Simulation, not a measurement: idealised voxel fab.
The name of this process module is voxel released beams.
FYI the section here is cut, 200 nm wide, cells are 5 nm squares.
Just so we're on the same page, the cross-sections are grids of square cells, and they're listed out in bands top to bottom, each band one or more rows deep. Band: top height; bottom height; in nm. Then, left to right: material with width in nm, for each material. "all across": a single material spanning edge to edge. "blank": empty space. A quick word on heights: they are counted from 0, and under that level the wafer as it came to us is one material throughout. The lowest band is different from the rest in having no bottom; it simply continues downward, written as in "0..down". You'd read "30..40" like this: the band's top row of cells is as wide as the first number, its bottom row is as wide as the second, and going down, every row changes width by the same amount as the row before did. When a step is marked "changes: none", none of the cells in the cross-section changed during that step. Closed-off voids of 8+ cells (no open route to the top) go in "Listed closed voids", written width x height at distance from the left edge, in nm. Formally, on a step line, whatever follows the settings is a remark that the simulator itself makes on the step. "overlay nm" denotes, for a step that has a mask, the displacement of the mask to the right of its planned place, with negative values corresponding to the left.
# Set out below are the planned steps of the process
step 1: RECEIVE (material Si)
step 2: CONFORMAL_DEP (material SiN; thk nm 5)
step 3: DIRECTIONAL_DEP (material SiO2; thk nm 20)
step 4: MASKED_ETCH (tone open; mask id ANCHOR; width nm 35; etch materials SiO2; depth nm 20; overlay nm 0)
step 5: CONFORMAL_DEP (material TiN; thk nm 15)
step 6: DIRECTIONAL_DEP (material aC; thk nm 15)
step 7: PATTERN (tone cover; mask id BEAM; material resist; width nm 90; thk nm 30; overlay nm 0)
step 8: DIRECTIONAL_ETCH (etch materials aC; depth nm 15)
step 9: STRIP (etch materials resist)
step 10: DIRECTIONAL_ETCH (etch materials TiN; depth nm 15)
step 11: STRIP (etch materials aC)
step 12: STRIP (etch materials SiO2)
# Here's what the wafer looked like in cross-section when it arrived - that's after step 1
- 0..down  Si all across
- Listed closed voids: none
# First of two wafers: cross-section at end of module, run per plan
- 40..25  blank 50 nm / TiN 20 nm / blank 5 nm / TiN 65 nm / blank 60 nm
- 25..20  blank 55 nm / TiN 15 nm / blank 5 nm / TiN 15 nm / blank 110 nm
- 20..5  blank 55 nm / TiN 35 nm / blank 110 nm
- 5..0  SiN all across
- 0..down  Si all across
- Listed closed voids: none
# This is the second of the two wafers, cross-sectioned at the end of the module; it started exactly like the first and was given the same plan, but it was run with one mistake
- 35..20  blank 50 nm / TiN 20 nm / blank 5 nm / TiN 65 nm / blank 60 nm
- 20..15  blank 55 nm / TiN 15 nm / blank 5 nm / TiN 15 nm / blank 110 nm
- 15..0  blank 55 nm / TiN 35 nm / blank 110 nm
- 0..down  Si all across
- Listed closed voids: none
Want to know what went wrong? heads up, step 2 of the plan was skipped and never actually ran
Looking at both finished wafers in cells, the second ends up ahead of or behind the first on some materials: 40 fewer of SiN
